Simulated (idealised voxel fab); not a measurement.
The following is a process module called voxel air gaps.
The cross-section shown here is cut; it is 215 nm wide and divided into square cells measuring 5 nm on a side.
A cross-section in this document is a grid of square cells, and it is written down as bands, the top band listed before the ones below it; a band is made up of one or more rows of cells.
Band: top and bottom heights (nm) first, top before bottom; then materials from left to right, widths in nm. "all across" marks a sole material filling the band edge to edge. "air" denotes empty space.
Heights are expressed relative to 0, this being the level below which the as-received wafer comprises one material exclusively. The lowest band is unbounded in the downward direction and is denoted as in "0 and below".
Graded width ("30..40"): value in top row of band = first number; value in bottom row = second number; row-to-row change constant.
The cross-section has no changed cell in any step marked "identical to before".
If an empty space has no open way to the top and is at least 8 cells in size, "Enclosed internal voids" lists it, written width x height at distance, where distance is measured from the left edge and every value is in nm.
It should be noted that, on the line of a given step, the content following the step's settings is a remark produced by the simulator itself with respect to that step.
On any step carrying a mask, the "overlay nm" setting, if present on the step's line, tells how far right of its planned place the mask lay; negative values point to the left.
The following list gives the planned process steps
step 1: RECEIVE (material Si)
step 2: CONFORMAL_DEP (material SiO2; thk nm 5)
step 3: CONFORMAL_DEP (material SiN; thk nm 5)
step 4: DIRECTIONAL_DEP (material SiO2; thk nm 40)
step 5: MASKED_ETCH (tone open; mask id LINES; width nm 25; pitch nm 55; etch materials SiO2; depth nm 40; overlay nm 0)
step 6: CONFORMAL_DEP (material TiN; thk nm 5)
step 7: FILL_DEP (material Cu; thk nm 5)
step 8: CMP (height nm 60)
step 9: EPI (material Ru; thk nm 10)
step 10: SELECTIVE_ETCH (etch materials SiO2; depth nm 50)
step 11: CONFORMAL_DEP (material SiCN; thk nm 5)
Across this set of wafers, the varied parameter is the thk nm of step 2. Starting conditions are identical for every wafer, and the plan reports the value assigned to the first wafer.
First of several wafers, received after step 1, in cross-section
0 and below | Si all across
Enclosed internal voids: none
At the end of the module, after its last step, step 11, the first of several wafers appears in cross-section as follows
75 down to 70 | SiCN all across
70 down to 60 | Ru all across
60 down to 55 | Cu all across
55 down to 50 | TiN: 45 / Cu: 15 / TiN: 40 / Cu: 15 / TiN: 40 / Cu: 15 / TiN: 45
50 down to 15 | SiO2: 40 / TiN: 5 / Cu: 15 / TiN: 5 / SiO2: 30 / TiN: 5 / Cu: 15 / TiN: 5 / SiO2: 30 / TiN: 5 / Cu: 15 / TiN: 5 / SiO2: 40
15 down to 10 | SiO2: 40 / TiN: 25 / SiO2: 30 / TiN: 25 / SiO2: 30 / TiN: 25 / SiO2: 40
10 down to 5 | SiN all across
5 down to 0 | SiO2 all across
0 and below | Si all across
Enclosed internal voids: none
Cross-sectional view, end of module, last wafer of several
75 down to 70 | air: 25 / SiCN: 165 / air: 25
70 down to 60 | air: 25 / SiCN: 5 / Ru: 45 / SiCN: 10 / Ru: 45 / SiCN: 10 / Ru: 45 / SiCN: 5 / air: 25
60 down to 55 | air: 25 / SiCN: 15 / TiN: 5 / Cu: 15 / TiN: 5 / SiCN: 30 / TiN: 5 / Cu: 15 / TiN: 5 / SiCN: 30 / TiN: 5 / Cu: 15 / TiN: 5 / SiCN: 15 / air: 25
55 down to 40 | air: 35 / SiCN: 5 / TiN: 5 / Cu: 15 / TiN: 5 / SiCN: 5 / air: 20 / SiCN: 5 / TiN: 5 / Cu: 15 / TiN: 5 / SiCN: 5 / air: 20 / SiCN: 5 / TiN: 5 / Cu: 15 / TiN: 5 / SiCN: 5 / air: 35
40 down to 35 | SiCN: 40 / TiN: 25 / SiCN: 30 / TiN: 25 / SiCN: 30 / TiN: 25 / SiCN: 40
35 down to 30 | SiN all across
30 down to 0 | SiO2 all across
0 and below | Si all across
Enclosed internal voids: 20 x 15 at 70; 20 x 15 at 125
Basically each wafer gets a line in the table, showing it at the end of the module: material by material, the cells it gained (+) or lost (-) since we got it, then its closed voids
thk nm 5, +115 Cu, +86 Ru, +43 SiCN, +43 SiN, +267 SiO2, +91 TiN, Enclosed internal voids: none
thk nm 10, +72 Cu, +86 Ru, +43 SiCN, +43 SiN, +310 SiO2, +91 TiN, Enclosed internal voids: none
thk nm 15, +63 Cu, +54 Ru, +127 SiCN, +43 SiN, +129 SiO2, +57 TiN, Enclosed internal voids: 20 x 30 at 70; 20 x 30 at 125
thk nm 20, +54 Cu, +54 Ru, +121 SiCN, +43 SiN, +172 SiO2, +51 TiN, Enclosed internal voids: 20 x 25 at 70; 20 x 25 at 125
thk nm 25, +45 Cu, +54 Ru, +115 SiCN, +43 SiN, +215 SiO2, +45 TiN, Enclosed internal voids: 20 x 20 at 70; 20 x 20 at 125
thk nm 30, +36 Cu, +54 Ru, +109 SiCN, +43 SiN, +258 SiO2, +39 TiN, Enclosed internal voids: 20 x 15 at 70; 20 x 15 at 125
